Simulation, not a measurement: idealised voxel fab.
process module | voxel transistor to metal
cross-section cut | 215 nm wide | cells 5 nm
A cross-section is a grid of square cells, given in bands from the top down. A band is one or more rows of cells.
Each band's line starts with the height of the band's top and of its bottom, in nm. Then come its materials from left to right, each with its width in nm. One material with "throughout" fills the band from edge to edge. "air" is empty space.
Height 0 is the level under which the wafer as received is all one material. The lowest band goes on downwards, as in "0 down".
A width such as "30 to 40" changes by the same amount from each row of cells to the next, from the band's top row to its bottom row.
"no change" after a step means that no cell of the cross-section changed.
closed voids: empty space of 8 cells or more with no open way to the top, each as width x height at its distance from the left edge, in nm
after a step's settings: what the simulator itself notes on the step
overlay nm, on a step with a mask: how far to the right of its planned place the mask lay; to the left if negative
plan
1 op RECEIVE | material Si
2 op OXIDIZE | depth nm 5
3 op CONFORMAL_DEP | material SiN | thk nm 10
4 op DIRECTIONAL_DEP | material aC | thk nm 10
5 op PATTERN | tone cover | mask id ACTIVE | material resist | width nm 110 | thk nm 25 | overlay nm 0
6 op DIRECTIONAL_ETCH | etch materials aC | depth nm 10
7 op STRIP | etch materials resist
8 op DIRECTIONAL_ETCH | etch materials SiN | depth nm 10
9 op DIRECTIONAL_ETCH | etch materials SiO2 | depth nm 5
10 op DIRECTIONAL_ETCH | etch materials Si | depth nm 35
11 op STRIP | etch materials aC
12 op OXIDIZE | depth nm 5
13 op FILL_DEP | material SiO2 | thk nm 10
14 op CMP | height nm 10
15 op SELECTIVE_ETCH | etch materials SiO2 | depth nm 10
16 op STRIP | etch materials SiN
17 op SELECTIVE_ETCH | etch materials SiO2 | depth nm 5
18 op OXIDIZE | depth nm 5
19 op DIRECTIONAL_DEP | material polySi | thk nm 25
20 op DIRECTIONAL_DEP | material SiCN | thk nm 10
21 op MASKED_ETCH | tone cover | mask id GATE | width nm 30 | etch materials SiCN | depth nm 20 | overlay nm 0
22 op MASKED_ETCH | tone cover | mask id GATE | width nm 30 | etch materials polySi | depth nm 35 | overlay nm 0
23 op CONFORMAL_DEP | material SiO2 | thk nm 5
24 op DIRECTIONAL_ETCH | etch materials SiO2 | depth nm 5
25 op CONFORMAL_DEP | material SiN | thk nm 5
26 op DIRECTIONAL_ETCH | etch materials SiN | depth nm 5
27 op DIRECTIONAL_ETCH | etch materials SiO2 | depth nm 5
28 op DIRECTIONAL_ETCH | etch materials Si | depth nm 15
29 op EPI | material SiGe | thk nm 20
30 op FILL_DEP | material SiO2 | thk nm 5
31 op CMP | height nm 20
32 op STRIP | etch materials polySi
33 op SELECTIVE_ETCH | etch materials SiO2 | depth nm 5
34 op CONFORMAL_DEP | material HfO2 | thk nm 5
35 op CONFORMAL_DEP | material TiN | thk nm 5
36 op FILL_DEP | material W | thk nm 10
37 op CMP | height nm 15
38 op DIRECTIONAL_DEP | material SiO2 | thk nm 10
39 op PATTERN | tone open | mask id CONTACT | material resist | width nm 15 | pitch nm 75 | thk nm 15 | overlay nm 0
40 op DIRECTIONAL_ETCH | etch materials SiO2 | depth nm 15
41 op STRIP | etch materials resist
42 op CONFORMAL_DEP | material TiN | thk nm 5
43 op FILL_DEP | material W | thk nm 10
44 op CMP | height nm 25
45 op CONFORMAL_DEP | material SiCN | thk nm 5
46 op DIRECTIONAL_DEP | material lowk | thk nm 25
47 op MASKED_ETCH | tone open | mask id METAL_1 | width nm 15 | pitch nm 75 | etch materials lowk | depth nm 25 | overlay nm 0
48 op MASKED_ETCH | tone open | mask id METAL_1 | width nm 15 | pitch nm 75 | etch materials SiCN | depth nm 5 | overlay nm 0
49 op CONFORMAL_DEP | material TiN | thk nm 5
50 op FILL_DEP | material W | thk nm 10
51 op CMP | height nm 55
52 op CONFORMAL_DEP | material SiCN | thk nm 5
as received, after step 1
  0 down: Si throughout
  closed voids: none
a wafer at the end: this start, this plan, one mistake
  60 to 55: SiCN throughout
  55 to 45: lowk 60 | TiN 5 | W 5 | TiN 5 | lowk 60 | TiN 5 | W 5 | TiN 5 | lowk 65
  45 to 40: SiCN 60 | TiN 15 | SiCN 60 | TiN 15 | SiCN 65
  40 to 30: W throughout
  30 to 25: TiN 65 | W 5 | TiN 70 | W 5 | TiN 70
  25 to 15: SiO2 60 | TiN 5 | W 5 | TiN 5 | SiO2 60 | TiN 5 | W 5 | TiN 5 | SiO2 65
  15 to 10: SiO2 60 | TiN 15 | SiO2 5 | SiN 5 | HfO2 5 | TiN 5 | W 20 | TiN 5 | HfO2 5 | SiN 5 | SiO2 5 | TiN 15 | SiO2 65
  10 to 0: SiO2 60 | SiGe 20 | SiN 5 | HfO2 5 | TiN 5 | W 20 | TiN 5 | HfO2 5 | SiN 5 | SiGe 20 | SiO2 65
  0 to -5: SiO2 60 | SiGe 20 | SiN 5 | HfO2 5 | TiN 30 | HfO2 5 | SiN 5 | SiGe 20 | SiO2 65
  -5 to -10: SiO2 50 | SiGe 30 | SiO2 5 | HfO2 40 | SiO2 5 | SiGe 30 | SiO2 55
  -10 to -25: SiO2 55 | SiGe 25 | Si 50 | SiGe 25 | SiO2 60
  -25 to -45: SiO2 55 | Si 100 | SiO2 60
  -45 down: Si throughout
  closed voids: none
what went wrong: step 44 was left out
